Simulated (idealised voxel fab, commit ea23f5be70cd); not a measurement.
process module | voxel self aligned contacts
cross-section cut | 165 nm wide | cells 5 nm
A cross-section is a grid of square cells, given in bands from the top down. A band is one or more rows of cells.
Each band's line starts with the height of the band's top and of its bottom, in nm. Then come its materials from left to right, each with its width in nm. One material with "throughout" fills the band from edge to edge. "air" is empty space.
Height 0 is the level under which the wafer as received is all one material. The lowest band goes on downwards, as in "0 down".
A width such as "30 to 40" changes by the same amount from each row of cells to the next, from the band's top row to its bottom row.
"no change" after a step means that no cell of the cross-section changed.
closed voids: empty space of 8 cells or more with no open way to the top, each as width x height at its distance from the left edge, in nm
after a step's settings: what the simulator itself notes on the step
overlay nm, on a step with a mask: how far to the right of its planned place the mask lay; to the left if negative
plan
1 op RECEIVE | material Si
2 op CONFORMAL_DEP | material SiO2 | thk nm 5
3 op DIRECTIONAL_DEP | material polySi | thk nm 30
4 op DIRECTIONAL_DEP | material SiN | thk nm 15
5 op MASKED_ETCH | tone cover | mask id GATE | width nm 35 | pitch nm 70 | etch materials SiN | depth nm 15 | overlay nm 0
6 op MASKED_ETCH | tone cover | mask id GATE | width nm 35 | pitch nm 70 | etch materials polySi | depth nm 30 | overlay nm 0
7 op CONFORMAL_DEP | material SiN | thk nm 5
8 op DIRECTIONAL_ETCH | etch materials SiN | depth nm 5
9 op FILL_DEP | material SiO2 | thk nm 15
10 op CMP | height nm 55
11 op MASKED_ETCH | tone open | mask id CONTACT | width nm 45 | etch materials SiO2 | depth nm 55 | overlay nm 0
12 op CONFORMAL_DEP | material TiN | thk nm 5
13 op FILL_DEP | material Ru | thk nm 10
14 op CMP | height nm 55
15 op CONFORMAL_DEP | material SiCN | thk nm 5
as received, after step 1
  0 down: Si throughout
  closed voids: none
a wafer at the end: this start, this plan, one mistake
  60 to 55: SiCN throughout
  55 to 50: SiO2 60 | TiN 20 | Ru 5 | TiN 20 | SiO2 60
  50 to 35: SiO2 20 | SiN 55 | TiN 5 | Ru 5 | TiN 5 | SiN 55 | SiO2 20
  35 to 5: SiO2 20 | SiN 5 | polySi 45 | SiN 5 | TiN 5 | Ru 5 | TiN 5 | SiN 5 | polySi 45 | SiN 5 | SiO2 20
  5 to 0: SiO2 75 | TiN 15 | SiO2 75
  0 down: Si throughout
  closed voids: none
what went wrong: step 5 ran as: op MASKED_ETCH | tone cover | mask id GATE | width nm 45 | pitch nm 70 | etch materials SiN | depth nm 15 | overlay nm 0
